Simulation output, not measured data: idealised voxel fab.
The process module that follows is named voxel wiring stack.
Section cut is 265 nm wide and gridded with 5 nm square cells.
A cross-section is written here as square cells arranged in a grid, and it is given in bands from the top down, each band taking up one or more rows of cells. Band entry format. Leading values: height of top, height of bottom, nm. Remainder: materials in left-to-right order, each with its width in nm. Special words: "throughout" on a single material, which then fills the band edge to edge; "empty", empty space. Height reference: 0 = level under which incoming wafer is all one material. Lowest band: no bottom, runs on downward, e.g. "0..down". Think of "30 to 40" as a width that walks from the first number to the second as you go down the band, top row to bottom row, taking equal-sized steps from row to row. No cell of the cross-section changed in a step that is given as "no modification". "Closed void entries": empty spaces of 8 cells or more with no open way to the top, each given as width x height at distance, distance from the left edge, all in nm. If you see something after the settings on a step's line, that's the simulator's own remark about that step. overlay nm: where the mask lay relative to plan, measured to the right, on steps with a mask; negatives go left. If you're wondering how to read the rest of this, here's the deal. It's pairs of cross-sections: one from before a process step, one from after it. The after one is only drawn as far down as the lowest band that changed. Right under each pair you'll see which step sits between them and what its settings were. Don't read the pairs as one continuous story, though. They can come from different runs of this module on the same starting wafer, and a pair only carries on from the one above it where its entry headed "Prior to step" says so.

### Prior to step
* 0..down | Si throughout
* Closed void entries: none

### Post-Process Section
* 15..0 | SiO2 throughout
* Whatever lies below 0 is exactly as it was before.
* Closed void entries: none
It is this step that lies between the two cross-sections above: CONFORMAL_DEP | material SiO2 | thk nm 15

Prior to step: the cross-section after the pair above

### Post-Process Section
* 20..15 | TiN throughout
* Whatever lies below 15 is exactly as it was before.
* Closed void entries: none
It is this step that lies between the two cross-sections above: DIRECTIONAL_DEP | material TiN | thk nm 5

Prior to step: the cross-section after the pair above

### Post-Process Section
* 45..20 | Ru throughout
* Whatever lies below 20 is exactly as it was before.
* Closed void entries: none
It is this step that lies between the two cross-sections above: DIRECTIONAL_DEP | material Ru | thk nm 25

Prior to step: the cross-section after the pair above

### Post-Process Section
* 45..20 | empty 75 nm | Ru 25 nm | empty 20 nm | Ru 25 nm | empty 20 nm | Ru 25 nm | empty 75 nm
* Whatever lies below 20 is exactly as it was before.
* Closed void entries: none
It is this step that lies between the two cross-sections above: MASKED_ETCH | tone cover | mask id METAL_1 | width nm 25 | pitch nm 45 | etch materials Ru | depth nm 25 | overlay nm 0

Prior to step: the cross-section after the pair above

### Post-Process Section
* 45..20 | empty 75 nm | Ru 25 nm | empty 20 nm | Ru 25 nm | empty 20 nm | Ru 25 nm | empty 75 nm
* 20..15 | empty 75 nm | TiN 25 nm | empty 20 nm | TiN 25 nm | empty 20 nm | TiN 25 nm | empty 75 nm
* Whatever lies below 15 is exactly as it was before.
* Closed void entries: none
It is this step that lies between the two cross-sections above: MASKED_ETCH | tone cover | mask id METAL_1 | width nm 25 | pitch nm 45 | etch materials TiN | depth nm 5 | overlay nm 0

Prior to step: the cross-section after the pair above

### Post-Process Section
* 50..45 | empty 70 nm | SiN 35 nm | empty 10 nm | SiN 35 nm | empty 10 nm | SiN 35 nm | empty 70 nm
* 45..20 | empty 70 nm | SiN 5 nm | Ru 25 nm | SiN 5 nm | empty 10 nm | SiN 5 nm | Ru 25 nm | SiN 5 nm | empty 10 nm | SiN 5 nm | Ru 25 nm | SiN 5 nm | empty 70 nm
* 20..15 | SiN 75 nm | TiN 25 nm | SiN 20 nm | TiN 25 nm | SiN 20 nm | TiN 25 nm | SiN 75 nm
* Whatever lies below 15 is exactly as it was before.
* Closed void entries: none
It is this step that lies between the two cross-sections above: CONFORMAL_DEP | material SiN | thk nm 5

Prior to step: the cross-section after the pair above

### Post-Process Section
* 55..50 | SiO2 throughout
* 50..45 | SiO2 70 nm | SiN 35 nm | SiO2 10 nm | SiN 35 nm | SiO2 10 nm | SiN 35 nm | SiO2 70 nm
* 45..20 | SiO2 70 nm | SiN 5 nm | Ru 25 nm | SiN 5 nm | SiO2 10 nm | SiN 5 nm | Ru 25 nm | SiN 5 nm | SiO2 10 nm | SiN 5 nm | Ru 25 nm | SiN 5 nm | SiO2 70 nm
* Whatever lies below 20 is exactly as it was before.
* Closed void entries: none
It is this step that lies between the two cross-sections above: FILL_DEP | material SiO2 | thk nm 5

Prior to step: the cross-section after the pair above

### Post-Process Section
* 45..20 | SiO2 70 nm | SiN 5 nm | Ru 25 nm | SiN 5 nm | SiO2 10 nm | SiN 5 nm | Ru 25 nm | SiN 5 nm | SiO2 10 nm | SiN 5 nm | Ru 25 nm | SiN 5 nm | SiO2 70 nm
* Whatever lies below 20 is exactly as it was before.
* Closed void entries: none
It is this step that lies between the two cross-sections above: CMP | height nm 45

Prior to step: the cross-section after the pair above

### Post-Process Section
* 50..45 | SiCN throughout
* Whatever lies below 45 is exactly as it was before.
* Closed void entries: none
It is this step that lies between the two cross-sections above: CONFORMAL_DEP | material SiCN | thk nm 5

Prior to step: the cross-section after the pair above

### Post-Process Section
* 80..50 | lowk throughout
* Whatever lies below 50 is exactly as it was before.
* Closed void entries: none
It is this step that lies between the two cross-sections above: DIRECTIONAL_DEP | material lowk | thk nm 30

Prior to step: the cross-section after the pair above

### Post-Process Section
* 80..65 | lowk 75 nm | empty 25 nm | lowk 20 nm | empty 25 nm | lowk 20 nm | empty 25 nm | lowk 75 nm
* Whatever lies below 65 is exactly as it was before.
* Closed void entries: none
It is this step that lies between the two cross-sections above: MASKED_ETCH | tone open | mask id METAL_2 | width nm 25 | pitch nm 45 | etch materials lowk | depth nm 15 | overlay nm 0

Prior to step: the cross-section after the pair above

### Post-Process Section
* 90..80 | aC 75 nm | empty 25 nm | aC 20 nm | empty 25 nm | aC 20 nm | empty 25 nm | aC 75 nm
* 80..75 | lowk 75 nm | empty 25 nm | lowk 20 nm | empty 25 nm | lowk 20 nm | empty 25 nm | lowk 75 nm
* 75..65 | lowk 75 nm | aC 25 nm | lowk 20 nm | aC 25 nm | lowk 20 nm | aC 25 nm | lowk 75 nm
* Whatever lies below 65 is exactly as it was before.
* Closed void entries: none
It is this step that lies between the two cross-sections above: DIRECTIONAL_DEP | material aC | thk nm 10

Prior to step: the cross-section after the pair above

### Post-Process Section
* 120..90 | resist 75 nm | empty 15 nm | resist 30 nm | empty 15 nm | resist 30 nm | empty 15 nm | resist 85 nm
* 90..80 | aC 75 nm | empty 15 nm | resist 10 nm | aC 20 nm | empty 15 nm | resist 10 nm | aC 20 nm | empty 15 nm | resist 10 nm | aC 75 nm
* 80..75 | lowk 75 nm | empty 15 nm | resist 10 nm | lowk 20 nm | empty 15 nm | resist 10 nm | lowk 20 nm | empty 15 nm | resist 10 nm | lowk 75 nm
* Whatever lies below 75 is exactly as it was before.
* Closed void entries: none
It is this step that lies between the two cross-sections above: PATTERN | tone open | mask id METAL_2_HOLES | material resist | width nm 15 | pitch nm 45 | thk nm 30 | overlay nm 0

Prior to step: the cross-section after the pair above

### Post-Process Section
* 110..90 | resist 75 nm | empty 15 nm | resist 30 nm | empty 15 nm | resist 30 nm | empty 15 nm | resist 85 nm
* 90..80 | aC 75 nm | empty 15 nm | resist 10 nm | aC 20 nm | empty 15 nm | resist 10 nm | aC 20 nm | empty 15 nm | resist 10 nm | aC 75 nm
* 80..75 | lowk 75 nm | empty 15 nm | resist 10 nm | lowk 20 nm | empty 15 nm | resist 10 nm | lowk 20 nm | empty 15 nm | resist 10 nm | lowk 75 nm
* 75..65 | lowk 75 nm | empty 15 nm | aC 10 nm | lowk 20 nm | empty 15 nm | aC 10 nm | lowk 20 nm | empty 15 nm | aC 10 nm | lowk 75 nm
* Whatever lies below 65 is exactly as it was before.
* Closed void entries: none
It is this step that lies between the two cross-sections above: DIRECTIONAL_ETCH | etch materials aC | depth nm 10

Prior to step: the cross-section after the pair above

### Post-Process Section
* 90..80 | aC 75 nm | empty 25 nm | aC 20 nm | empty 25 nm | aC 20 nm | empty 25 nm | aC 75 nm
* 80..75 | lowk 75 nm | empty 25 nm | lowk 20 nm | empty 25 nm | lowk 20 nm | empty 25 nm | lowk 75 nm
* Whatever lies below 75 is exactly as it was before.
* Closed void entries: none
It is this step that lies between the two cross-sections above: STRIP | etch materials resist

Prior to step: the cross-section after the pair above

### Post-Process Section
* 90..80 | aC 75 nm | empty 25 nm | aC 20 nm | empty 25 nm | aC 20 nm | empty 25 nm | aC 75 nm
* 80..75 | lowk 75 nm | empty 25 nm | lowk 20 nm | empty 25 nm | lowk 20 nm | empty 25 nm | lowk 75 nm
* 75..65 | lowk 75 nm | empty 15 nm | aC 10 nm | lowk 20 nm | empty 15 nm | aC 10 nm | lowk 20 nm | empty 15 nm | aC 10 nm | lowk 75 nm
* 65..50 | lowk 75 nm | empty 15 nm | lowk 30 nm | empty 15 nm | lowk 30 nm | empty 15 nm | lowk 85 nm
* Whatever lies below 50 is exactly as it was before.
* Closed void entries: none
It is this step that lies between the two cross-sections above: DIRECTIONAL_ETCH | etch materials lowk | depth nm 15

Prior to step: the cross-section after the pair above

### Post-Process Section
* 90..80 | aC 75 nm | empty 25 nm | aC 20 nm | empty 25 nm | aC 20 nm | empty 25 nm | aC 75 nm
* 80..75 | lowk 75 nm | empty 25 nm | lowk 20 nm | empty 25 nm | lowk 20 nm | empty 25 nm | lowk 75 nm
* 75..65 | lowk 75 nm | empty 15 nm | aC 10 nm | lowk 20 nm | empty 15 nm | aC 10 nm | lowk 20 nm | empty 15 nm | aC 10 nm | lowk 75 nm
* 65..50 | lowk 75 nm | empty 15 nm | lowk 30 nm | empty 15 nm | lowk 30 nm | empty 15 nm | lowk 85 nm
* 50..45 | SiCN 75 nm | empty 15 nm | SiCN 30 nm | empty 15 nm | SiCN 30 nm | empty 15 nm | SiCN 85 nm
* Whatever lies below 45 is exactly as it was before.
* Closed void entries: none
It is this step that lies between the two cross-sections above: DIRECTIONAL_ETCH | etch materials SiCN | depth nm 5

Prior to step: the cross-section after the pair above

### Post-Process Section
* 80..65 | lowk 75 nm | empty 25 nm | lowk 20 nm | empty 25 nm | lowk 20 nm | empty 25 nm | lowk 75 nm
* Whatever lies below 65 is exactly as it was before.
* Closed void entries: none
It is this step that lies between the two cross-sections above: STRIP | etch materials aC

Prior to step: the cross-section after the pair above

### Post-Process Section
* 85..80 | TiN 80 nm | empty 15 nm | TiN 30 nm | empty 15 nm | TiN 30 nm | empty 15 nm | TiN 80 nm
* 80..70 | lowk 75 nm | TiN 5 nm | empty 15 nm | TiN 5 nm | lowk 20 nm | TiN 5 nm | empty 15 nm | TiN 5 nm | lowk 20 nm | TiN 5 nm | empty 15 nm | TiN 5 nm | lowk 75 nm
* 70..65 | lowk 75 nm | TiN 5 nm | empty 5 nm | TiN 15 nm | lowk 20 nm | TiN 5 nm | empty 5 nm | TiN 15 nm | lowk 20 nm | TiN 5 nm | empty 5 nm | TiN 15 nm | lowk 75 nm
* 65..50 | lowk 75 nm | TiN 5 nm | empty 5 nm | TiN 5 nm | lowk 30 nm | TiN 5 nm | empty 5 nm | TiN 5 nm | lowk 30 nm | TiN 5 nm | empty 5 nm | TiN 5 nm | lowk 85 nm
* 50..45 | SiCN 75 nm | TiN 15 nm | SiCN 30 nm | TiN 15 nm | SiCN 30 nm | TiN 15 nm | SiCN 85 nm
* Whatever lies below 45 is exactly as it was before.
* Closed void entries: none
It is this step that lies between the two cross-sections above: CONFORMAL_DEP | material TiN | thk nm 5

Prior to step: the cross-section after the pair above

### Post-Process Section
* 90..85 | Cu throughout
* 85..80 | TiN 80 nm | Cu 15 nm | TiN 30 nm | Cu 15 nm | TiN 30 nm | Cu 15 nm | TiN 80 nm
* 80..70 | lowk 75 nm | TiN 5 nm | Cu 15 nm | TiN 5 nm | lowk 20 nm | TiN 5 nm | Cu 15 nm | TiN 5 nm | lowk 20 nm | TiN 5 nm | Cu 15 nm | TiN 5 nm | lowk 75 nm
* 70..65 | lowk 75 nm | TiN 5 nm | Cu 5 nm | TiN 15 nm | lowk 20 nm | TiN 5 nm | Cu 5 nm | TiN 15 nm | lowk 20 nm | TiN 5 nm | Cu 5 nm | TiN 15 nm | lowk 75 nm
* 65..50 | lowk 75 nm | TiN 5 nm | Cu 5 nm | TiN 5 nm | lowk 30 nm | TiN 5 nm | Cu 5 nm | TiN 5 nm | lowk 30 nm | TiN 5 nm | Cu 5 nm | TiN 5 nm | lowk 85 nm
* Whatever lies below 50 is exactly as it was before.
* Closed void entries: none
It is this step that lies between the two cross-sections above: FILL_DEP | material Cu | thk nm 5

Prior to step: the cross-section after the pair above

### Post-Process Section
* 80..70 | lowk 75 nm | TiN 5 nm | Cu 15 nm | TiN 5 nm | lowk 20 nm | TiN 5 nm | Cu 15 nm | TiN 5 nm | lowk 20 nm | TiN 5 nm | Cu 15 nm | TiN 5 nm | lowk 75 nm
* Whatever lies below 70 is exactly as it was before.
* Closed void entries: none
It is this step that lies between the two cross-sections above: CMP | height nm 80

Prior to step: the cross-section after the pair above

### Post-Process Section
* 85..80 | SiCN throughout
* Whatever lies below 80 is exactly as it was before.
* Closed void entries: none
It is this step that lies between the two cross-sections above: CONFORMAL_DEP | material SiCN | thk nm 5

Prior to step: the cross-section after the pair above

### Post-Process Section
* 110..85 | SiO2 throughout
* Whatever lies below 85 is exactly as it was before.
* Closed void entries: none
It is this step that lies between the two cross-sections above: DIRECTIONAL_DEP | material SiO2 | thk nm 25

Prior to step: the cross-section after the pair above

### Post-Process Section
* 110..85 | SiO2 75 nm | empty 15 nm | SiO2 30 nm | empty 15 nm | SiO2 30 nm | empty 15 nm | SiO2 85 nm
* Whatever lies below 85 is exactly as it was before.
* Closed void entries: none
It is this step that lies between the two cross-sections above: MASKED_ETCH | tone open | mask id METAL_3_HOLES | width nm 15 | pitch nm 45 | etch materials SiO2 | depth nm 25 | overlay nm 0

Prior to step: the cross-section after the pair above

### Post-Process Section
* 125..110 | aC 75 nm | empty 15 nm | aC 30 nm | empty 15 nm | aC 30 nm | empty 15 nm | aC 85 nm
* 110..100 | SiO2 75 nm | empty 15 nm | SiO2 30 nm | empty 15 nm | SiO2 30 nm | empty 15 nm | SiO2 85 nm
* 100..85 | SiO2 75 nm | aC 15 nm | SiO2 30 nm | aC 15 nm | SiO2 30 nm | aC 15 nm | SiO2 85 nm
* Whatever lies below 85 is exactly as it was before.
* Closed void entries: none
It is this step that lies between the two cross-sections above: DIRECTIONAL_DEP | material aC | thk nm 15

Prior to step: the cross-section after the pair above

### Post-Process Section
* 160..125 | resist 75 nm | empty 25 nm | resist 20 nm | empty 25 nm | resist 20 nm | empty 25 nm | resist 75 nm
* Whatever lies below 125 is exactly as it was before.
* Closed void entries: none
It is this step that lies between the two cross-sections above: PATTERN | tone open | mask id METAL_3 | material resist | width nm 25 | pitch nm 45 | thk nm 35 | overlay nm 0

Prior to step: the cross-section after the pair above

### Post-Process Section
* 145..125 | resist 75 nm | empty 25 nm | resist 20 nm | empty 25 nm | resist 20 nm | empty 25 nm | resist 75 nm
* 125..110 | aC 75 nm | empty 25 nm | aC 20 nm | empty 25 nm | aC 20 nm | empty 25 nm | aC 75 nm
* 110..85 | SiO2 75 nm | empty 15 nm | SiO2 30 nm | empty 15 nm | SiO2 30 nm | empty 15 nm | SiO2 85 nm
* Whatever lies below 85 is exactly as it was before.
* Closed void entries: none
It is this step that lies between the two cross-sections above: DIRECTIONAL_ETCH | etch materials aC | depth nm 15

Prior to step: the cross-section after the pair above

### Post-Process Section
* 125..110 | aC 75 nm | empty 25 nm | aC 20 nm | empty 25 nm | aC 20 nm | empty 25 nm | aC 75 nm
* Whatever lies below 110 is exactly as it was before.
* Closed void entries: none
It is this step that lies between the two cross-sections above: STRIP | etch materials resist

Prior to step: the cross-section after the pair above

### Post-Process Section
* 125..110 | aC 75 nm | empty 25 nm | aC 20 nm | empty 25 nm | aC 20 nm | empty 25 nm | aC 75 nm
* 110..95 | SiO2 75 nm | empty 25 nm | SiO2 20 nm | empty 25 nm | SiO2 20 nm | empty 25 nm | SiO2 75 nm
* Whatever lies below 95 is exactly as it was before.
* Closed void entries: none
It is this step that lies between the two cross-sections above: DIRECTIONAL_ETCH | etch materials SiO2 | depth nm 15

Prior to step: the cross-section after the pair above

### Post-Process Section
* 125..110 | aC 75 nm | empty 25 nm | aC 20 nm | empty 25 nm | aC 20 nm | empty 25 nm | aC 75 nm
* 110..95 | SiO2 75 nm | empty 25 nm | SiO2 20 nm | empty 25 nm | SiO2 20 nm | empty 25 nm | SiO2 75 nm
* 95..85 | SiO2 75 nm | empty 15 nm | SiO2 30 nm | empty 15 nm | SiO2 30 nm | empty 15 nm | SiO2 85 nm
* 85..80 | SiCN 75 nm | empty 15 nm | SiCN 30 nm | empty 15 nm | SiCN 30 nm | empty 15 nm | SiCN 85 nm
* Whatever lies below 80 is exactly as it was before.
* Closed void entries: none
It is this step that lies between the two cross-sections above: DIRECTIONAL_ETCH | etch materials SiCN | depth nm 5

Prior to step: the cross-section after the pair above

### Post-Process Section
* 110..95 | SiO2 75 nm | empty 25 nm | SiO2 20 nm | empty 25 nm | SiO2 20 nm | empty 25 nm | SiO2 75 nm
* Whatever lies below 95 is exactly as it was before.
* Closed void entries: none
It is this step that lies between the two cross-sections above: STRIP | etch materials aC

Prior to step: the cross-section after the pair above

### Post-Process Section
* 115..110 | TiN 80 nm | empty 15 nm | TiN 30 nm | empty 15 nm | TiN 30 nm | empty 15 nm | TiN 80 nm
* 110..100 | SiO2 75 nm | TiN 5 nm | empty 15 nm | TiN 5 nm | SiO2 20 nm | TiN 5 nm | empty 15 nm | TiN 5 nm | SiO2 20 nm | TiN 5 nm | empty 15 nm | TiN 5 nm | SiO2 75 nm
* 100..95 | SiO2 75 nm | TiN 5 nm | empty 5 nm | TiN 15 nm | SiO2 20 nm | TiN 5 nm | empty 5 nm | TiN 15 nm | SiO2 20 nm | TiN 5 nm | empty 5 nm | TiN 15 nm | SiO2 75 nm
* 95..85 | SiO2 75 nm | TiN 5 nm | empty 5 nm | TiN 5 nm | SiO2 30 nm | TiN 5 nm | empty 5 nm | TiN 5 nm | SiO2 30 nm | TiN 5 nm | empty 5 nm | TiN 5 nm | SiO2 85 nm
* 85..80 | SiCN 75 nm | TiN 15 nm | SiCN 30 nm | TiN 15 nm | SiCN 30 nm | TiN 15 nm | SiCN 85 nm
* Whatever lies below 80 is exactly as it was before.
* Closed void entries: none
It is this step that lies between the two cross-sections above: CONFORMAL_DEP | material TiN | thk nm 5

Prior to step: the cross-section after the pair above

### Post-Process Section
* 120..115 | Cu throughout
* 115..110 | TiN 80 nm | Cu 15 nm | TiN 30 nm | Cu 15 nm | TiN 30 nm | Cu 15 nm | TiN 80 nm
* 110..100 | SiO2 75 nm | TiN 5 nm | Cu 15 nm | TiN 5 nm | SiO2 20 nm | TiN 5 nm | Cu 15 nm | TiN 5 nm | SiO2 20 nm | TiN 5 nm | Cu 15 nm | TiN 5 nm | SiO2 75 nm
* 100..95 | SiO2 75 nm | TiN 5 nm | Cu 5 nm | TiN 15 nm | SiO2 20 nm | TiN 5 nm | Cu 5 nm | TiN 15 nm | SiO2 20 nm | TiN 5 nm | Cu 5 nm | TiN 15 nm | SiO2 75 nm
* 95..85 | SiO2 75 nm | TiN 5 nm | Cu 5 nm | TiN 5 nm | SiO2 30 nm | TiN 5 nm | Cu 5 nm | TiN 5 nm | SiO2 30 nm | TiN 5 nm | Cu 5 nm | TiN 5 nm | SiO2 85 nm
* Whatever lies below 85 is exactly as it was before.
* Closed void entries: none
It is this step that lies between the two cross-sections above: FILL_DEP | material Cu | thk nm 5

Prior to step: the cross-section after the pair above

### Post-Process Section
* 110..100 | SiO2 75 nm | TiN 5 nm | Cu 15 nm | TiN 5 nm | SiO2 20 nm | TiN 5 nm | Cu 15 nm | TiN 5 nm | SiO2 20 nm | TiN 5 nm | Cu 15 nm | TiN 5 nm | SiO2 75 nm
* Whatever lies below 100 is exactly as it was before.
* Closed void entries: none
It is this step that lies between the two cross-sections above: CMP | height nm 110

Prior to step: the cross-section after the pair above

### Post-Process Section
* 115..110 | SiCN throughout
* Whatever lies below 110 is exactly as it was before.
* Closed void entries: none
It is this step that lies between the two cross-sections above: CONFORMAL_DEP | material SiCN | thk nm 5

Prior to step: the cross-section after the pair above

### Post-Process Section
* 145..115 | lowk throughout
* Whatever lies below 115 is exactly as it was before.
* Closed void entries: none
It is this step that lies between the two cross-sections above: DIRECTIONAL_DEP | material lowk | thk nm 30

Prior to step: the cross-section after the pair above

### Post-Process Section
* 145..125 | lowk 75 nm | empty 25 nm | lowk 20 nm | empty 25 nm | lowk 20 nm | empty 25 nm | lowk 75 nm
* Whatever lies below 125 is exactly as it was before.
* Closed void entries: none
It is this step that lies between the two cross-sections above: MASKED_ETCH | tone open | mask id METAL_4 | width nm 25 | pitch nm 45 | etch materials lowk | depth nm 20 | overlay nm 0

Prior to step: the cross-section after the pair above

### Post-Process Section
* 160..145 | resist 75 nm | empty 15 nm | resist 30 nm | empty 15 nm | resist 30 nm | empty 15 nm | resist 85 nm
* 145..125 | lowk 75 nm | empty 15 nm | resist 10 nm | lowk 20 nm | empty 15 nm | resist 10 nm | lowk 20 nm | empty 15 nm | resist 10 nm | lowk 75 nm
* Whatever lies below 125 is exactly as it was before.
* Closed void entries: none
It is this step that lies between the two cross-sections above: PATTERN | tone open | mask id METAL_4_HOLES | material resist | width nm 15 | pitch nm 45 | thk nm 15 | overlay nm 0

Prior to step: the cross-section after the pair above

### Post-Process Section
* 160..145 | resist 75 nm | empty 15 nm | resist 30 nm | empty 15 nm | resist 30 nm | empty 15 nm | resist 85 nm
* 145..125 | lowk 75 nm | empty 15 nm | resist 10 nm | lowk 20 nm | empty 15 nm | resist 10 nm | lowk 20 nm | empty 15 nm | resist 10 nm | lowk 75 nm
* 125..115 | lowk 75 nm | empty 15 nm | lowk 30 nm | empty 15 nm | lowk 30 nm | empty 15 nm | lowk 85 nm
* Whatever lies below 115 is exactly as it was before.
* Closed void entries: none
It is this step that lies between the two cross-sections above: DIRECTIONAL_ETCH | etch materials lowk | depth nm 10

Prior to step: the cross-section after the pair above

### Post-Process Section
* 160..145 | resist 75 nm | empty 15 nm | resist 30 nm | empty 15 nm | resist 30 nm | empty 15 nm | resist 85 nm
* 145..125 | lowk 75 nm | empty 15 nm | resist 10 nm | lowk 20 nm | empty 15 nm | resist 10 nm | lowk 20 nm | empty 15 nm | resist 10 nm | lowk 75 nm
* 125..115 | lowk 75 nm | empty 15 nm | lowk 30 nm | empty 15 nm | lowk 30 nm | empty 15 nm | lowk 85 nm
* 115..110 | SiCN 75 nm | empty 15 nm | SiCN 30 nm | empty 15 nm | SiCN 30 nm | empty 15 nm | SiCN 85 nm
* Whatever lies below 110 is exactly as it was before.
* Closed void entries: none
It is this step that lies between the two cross-sections above: DIRECTIONAL_ETCH | etch materials SiCN | depth nm 5

Prior to step: the cross-section after the pair above

### Post-Process Section
* 145..125 | lowk 75 nm | empty 25 nm | lowk 20 nm | empty 25 nm | lowk 20 nm | empty 25 nm | lowk 75 nm
* Whatever lies below 125 is exactly as it was before.
* Closed void entries: none
It is this step that lies between the two cross-sections above: STRIP | etch materials resist

Prior to step: the cross-section after the pair above

### Post-Process Section
* 150..145 | TiN 80 nm | empty 15 nm | TiN 30 nm | empty 15 nm | TiN 30 nm | empty 15 nm | TiN 80 nm
* 145..130 | lowk 75 nm | TiN 5 nm | empty 15 nm | TiN 5 nm | lowk 20 nm | TiN 5 nm | empty 15 nm | TiN 5 nm | lowk 20 nm | TiN 5 nm | empty 15 nm | TiN 5 nm | lowk 75 nm
* 130..125 | lowk 75 nm | TiN 5 nm | empty 5 nm | TiN 15 nm | lowk 20 nm | TiN 5 nm | empty 5 nm | TiN 15 nm | lowk 20 nm | TiN 5 nm | empty 5 nm | TiN 15 nm | lowk 75 nm
* 125..115 | lowk 75 nm | TiN 5 nm | empty 5 nm | TiN 5 nm | lowk 30 nm | TiN 5 nm | empty 5 nm | TiN 5 nm | lowk 30 nm | TiN 5 nm | empty 5 nm | TiN 5 nm | lowk 85 nm
* 115..110 | SiCN 75 nm | TiN 15 nm | SiCN 30 nm | TiN 15 nm | SiCN 30 nm | TiN 15 nm | SiCN 85 nm
* Whatever lies below 110 is exactly as it was before.
* Closed void entries: none
It is this step that lies between the two cross-sections above: CONFORMAL_DEP | material TiN | thk nm 5

Prior to step: the cross-section after the pair above

### Post-Process Section
* 160..150 | Cu throughout
* 150..145 | TiN 80 nm | Cu 15 nm | TiN 30 nm | Cu 15 nm | TiN 30 nm | Cu 15 nm | TiN 80 nm
* 145..130 | lowk 75 nm | TiN 5 nm | Cu 15 nm | TiN 5 nm | lowk 20 nm | TiN 5 nm | Cu 15 nm | TiN 5 nm | lowk 20 nm | TiN 5 nm | Cu 15 nm | TiN 5 nm | lowk 75 nm
* 130..125 | lowk 75 nm | TiN 5 nm | Cu 5 nm | TiN 15 nm | lowk 20 nm | TiN 5 nm | Cu 5 nm | TiN 15 nm | lowk 20 nm | TiN 5 nm | Cu 5 nm | TiN 15 nm | lowk 75 nm
* 125..115 | lowk 75 nm | TiN 5 nm | Cu 5 nm | TiN 5 nm | lowk 30 nm | TiN 5 nm | Cu 5 nm | TiN 5 nm | lowk 30 nm | TiN 5 nm | Cu 5 nm | TiN 5 nm | lowk 85 nm
* Whatever lies below 115 is exactly as it was before.
* Closed void entries: none
It is this step that lies between the two cross-sections above: FILL_DEP | material Cu | thk nm 10

Prior to step: the cross-section after the pair above

### Post-Process Section
* 145..130 | lowk 75 nm | TiN 5 nm | Cu 15 nm | TiN 5 nm | lowk 20 nm | TiN 5 nm | Cu 15 nm | TiN 5 nm | lowk 20 nm | TiN 5 nm | Cu 15 nm | TiN 5 nm | lowk 75 nm
* Whatever lies below 130 is exactly as it was before.
* Closed void entries: none
It is this step that lies between the two cross-sections above: CMP | height nm 145

Prior to step: the cross-section after the pair above

### Post-Process Section
* 150..145 | SiN throughout
* Whatever lies below 145 is exactly as it was before.
* Closed void entries: none
It is this step that lies between the two cross-sections above: CONFORMAL_DEP | material SiN | thk nm 5

### Prior to step
* 145..125 | lowk 75 nm | empty 25 nm | lowk 20 nm | empty 25 nm | lowk 20 nm | empty 25 nm | lowk 75 nm
* 125..115 | lowk throughout
* 115..110 | SiCN throughout
* 110..100 | SiO2 75 nm | TiN 5 nm | Cu 15 nm | TiN 5 nm | SiO2 20 nm | TiN 5 nm | Cu 15 nm | TiN 5 nm | SiO2 20 nm | TiN 5 nm | Cu 15 nm | TiN 5 nm | SiO2 75 nm
* 100..95 | SiO2 75 nm | TiN 5 nm | Cu 5 nm | TiN 15 nm | SiO2 20 nm | TiN 5 nm | Cu 5 nm | TiN 15 nm | SiO2 20 nm | TiN 5 nm | Cu 5 nm | TiN 15 nm | SiO2 75 nm
* 95..85 | SiO2 75 nm | TiN 5 nm | Cu 5 nm | TiN 5 nm | SiO2 30 nm | TiN 5 nm | Cu 5 nm | TiN 5 nm | SiO2 30 nm | TiN 5 nm | Cu 5 nm | TiN 5 nm | SiO2 85 nm
* 85..80 | SiCN 75 nm | TiN 15 nm | SiCN 30 nm | TiN 15 nm | SiCN 30 nm | TiN 15 nm | SiCN 85 nm
* 80..70 | lowk 75 nm | TiN 5 nm | Cu 15 nm | TiN 5 nm | lowk 20 nm | TiN 5 nm | Cu 15 nm | TiN 5 nm | lowk 20 nm | TiN 5 nm | Cu 15 nm | TiN 5 nm | lowk 75 nm
* 70..65 | lowk 75 nm | TiN 5 nm | Cu 5 nm | TiN 15 nm | lowk 20 nm | TiN 5 nm | Cu 5 nm | TiN 15 nm | lowk 20 nm | TiN 5 nm | Cu 5 nm | TiN 15 nm | lowk 75 nm
* 65..50 | lowk 75 nm | TiN 5 nm | Cu 5 nm | TiN 5 nm | lowk 30 nm | TiN 5 nm | Cu 5 nm | TiN 5 nm | lowk 30 nm | TiN 5 nm | Cu 5 nm | TiN 5 nm | lowk 85 nm
* 50..45 | SiCN 75 nm | TiN 15 nm | SiCN 30 nm | TiN 15 nm | SiCN 30 nm | TiN 15 nm | SiCN 85 nm
* 45..20 | SiO2 70 nm | SiN 5 nm | Ru 25 nm | SiN 5 nm | SiO2 10 nm | SiN 5 nm | Ru 25 nm | SiN 5 nm | SiO2 10 nm | SiN 5 nm | Ru 25 nm | SiN 5 nm | SiO2 70 nm
* 20..15 | SiN 75 nm | TiN 25 nm | SiN 20 nm | TiN 25 nm | SiN 20 nm | TiN 25 nm | SiN 75 nm
* 15..0 | SiO2 throughout
* 0..down | Si throughout
* Closed void entries: none

### Post-Process Section
* 135..115 | lowk 75 nm | empty 25 nm | lowk 20 nm | empty 25 nm | lowk 20 nm | empty 25 nm | lowk 75 nm
* Whatever lies below 115 is exactly as it was before.
* Closed void entries: none
It is this step that lies between the two cross-sections above: DIRECTIONAL_ETCH | etch materials lowk | depth nm 10

Prior to step: the cross-section after the pair above

### Post-Process Section
* 135..115 | lowk 75 nm | empty 25 nm | lowk 20 nm | empty 25 nm | lowk 20 nm | empty 25 nm | lowk 75 nm
* 115..110 | SiCN 75 nm | empty 25 nm | SiCN 20 nm | empty 25 nm | SiCN 20 nm | empty 25 nm | SiCN 75 nm
* Whatever lies below 110 is exactly as it was before.
* Closed void entries: none
It is this step that lies between the two cross-sections above: DIRECTIONAL_ETCH | etch materials SiCN | depth nm 5

Prior to step: the cross-section after the pair above

### Post-Process Section
* 140..135 | TiN 80 nm | empty 15 nm | TiN 30 nm | empty 15 nm | TiN 30 nm | empty 15 nm | TiN 80 nm
* 135..115 | lowk 75 nm | TiN 5 nm | empty 15 nm | TiN 5 nm | lowk 20 nm | TiN 5 nm | empty 15 nm | TiN 5 nm | lowk 20 nm | TiN 5 nm | empty 15 nm | TiN 5 nm | lowk 75 nm
* 115..110 | SiCN 75 nm | TiN 25 nm | SiCN 20 nm | TiN 25 nm | SiCN 20 nm | TiN 25 nm | SiCN 75 nm
* Whatever lies below 110 is exactly as it was before.
* Closed void entries: none
It is this step that lies between the two cross-sections above: CONFORMAL_DEP | material TiN | thk nm 5
